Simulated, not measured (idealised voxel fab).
process module | voxel capacitor over wiring
cross-section cut | 150 nm wide | cells 5 nm
A cross-section is a grid of square cells, given in bands from the top down. A band is one or more rows of cells.
Each band's line starts with the height of the band's top and of its bottom, in nm. Then come its materials from left to right, each with its width in nm. One material with "throughout" fills the band from edge to edge. "air" is empty space.
Height 0 is the level under which the wafer as received is all one material. The lowest band goes on downwards, as in "0 down".
A width such as "30 to 40" changes by the same amount from each row of cells to the next, from the band's top row to its bottom row.
"no change" after a step means that no cell of the cross-section changed.
closed voids: empty space of 8 cells or more with no open way to the top, each as width x height at its distance from the left edge, in nm
after a step's settings: what the simulator itself notes on the step
overlay nm, on a step with a mask: how far to the right of its planned place the mask lay; to the left if negative
plan
1 op RECEIVE | material Si
2 op CONFORMAL_DEP | material SiO2 | thk nm 15
3 op DIRECTIONAL_DEP | material TiN | thk nm 5
4 op DIRECTIONAL_DEP | material Ru | thk nm 15
5 op MASKED_ETCH | tone cover | mask id METAL_1 | width nm 20 | pitch nm 75 | etch materials Ru | depth nm 15 | overlay nm 0
6 op MASKED_ETCH | tone cover | mask id METAL_1 | width nm 20 | pitch nm 75 | etch materials TiN | depth nm 5 | overlay nm -10
7 op FILL_DEP | material lowk | thk nm 5
8 op CMP | height nm 35
9 op CONFORMAL_DEP | material SiCN | thk nm 5
10 op DIRECTIONAL_DEP | material SiO2 | thk nm 10
11 op DIRECTIONAL_DEP | material aC | thk nm 10
12 op PATTERN | tone open | mask id PLUG_1 | material resist | width nm 15 | thk nm 30 | overlay nm 0
13 op DIRECTIONAL_ETCH | etch materials aC | depth nm 10
14 op STRIP | etch materials resist
15 op DIRECTIONAL_ETCH | etch materials SiO2 | depth nm 10
16 op DIRECTIONAL_ETCH | etch materials SiCN | depth nm 5
17 op STRIP | etch materials aC
18 op EPI | material Ru | thk nm 10
19 op EPI | material Ru | thk nm 5
20 op DIRECTIONAL_DEP | material TiN | thk nm 10
21 op DIRECTIONAL_DEP | material Al2O3 | thk nm 5
22 op DIRECTIONAL_DEP | material TiN | thk nm 5
23 op DIRECTIONAL_DEP | material aC | thk nm 10
24 op PATTERN | tone cover | mask id UPPER_PLATE | material resist | width nm 60 | thk nm 25 | overlay nm 0
25 op DIRECTIONAL_ETCH | etch materials aC | depth nm 10
26 op STRIP | etch materials resist
27 op DIRECTIONAL_ETCH | etch materials TiN | depth nm 5
28 op DIRECTIONAL_ETCH | etch materials Al2O3 | depth nm 5
29 op STRIP | etch materials aC
30 op DIRECTIONAL_DEP | material aC | thk nm 15
31 op PATTERN | tone cover | mask id LOWER_PLATE | material resist | width nm 70 | thk nm 30 | overlay nm 0
32 op DIRECTIONAL_ETCH | etch materials aC | depth nm 15
33 op STRIP | etch materials resist
34 op DIRECTIONAL_ETCH | etch materials TiN | depth nm 10
35 op STRIP | etch materials aC
36 op FILL_DEP | material SiO2 | thk nm 20
37 op CMP | height nm 85
38 op MASKED_ETCH | tone open | mask id PLUG_2 | width nm 15 | etch materials SiO2 | depth nm 15 | overlay nm 0
39 op CONFORMAL_DEP | material TiN | thk nm 5
40 op FILL_DEP | material W | thk nm 10
41 op CMP | height nm 85
42 op CONFORMAL_DEP | material SiN | thk nm 5
varied across the wafers: overlay nm of step 6. The plan shows the first wafer's value. All wafers start alike
first wafer as received, after step 1
  0 down: Si throughout
  closed voids: none
each wafer at the end: cells of each material gained (+) or lost (-) since it was received, then its closed voids
overlay nm -10 | +12 Al2O3 | +33 Ru | +27 SiCN | +30 SiN | +293 SiO2 | +59 TiN | +2 W | +84 lowk | closed voids: none
overlay nm -5 | +12 Al2O3 | +33 Ru | +27 SiCN | +30 SiN | +293 SiO2 | +57 TiN | +2 W | +86 lowk | closed voids: none
overlay nm 0 | +12 Al2O3 | +33 Ru | +27 SiCN | +30 SiN | +293 SiO2 | +55 TiN | +2 W | +88 lowk | closed voids: none
overlay nm 5 | +12 Al2O3 | +33 Ru | +27 SiCN | +30 SiN | +293 SiO2 | +57 TiN | +2 W | +86 lowk | closed voids: none
overlay nm 10 | +12 Al2O3 | +33 Ru | +27 SiCN | +30 SiN | +293 SiO2 | +59 TiN | +2 W | +84 lowk | closed voids: none
overlay nm 15 | +12 Al2O3 | +33 Ru | +27 SiCN | +30 SiN | +293 SiO2 | +61 TiN | +2 W | +82 lowk | closed voids: none
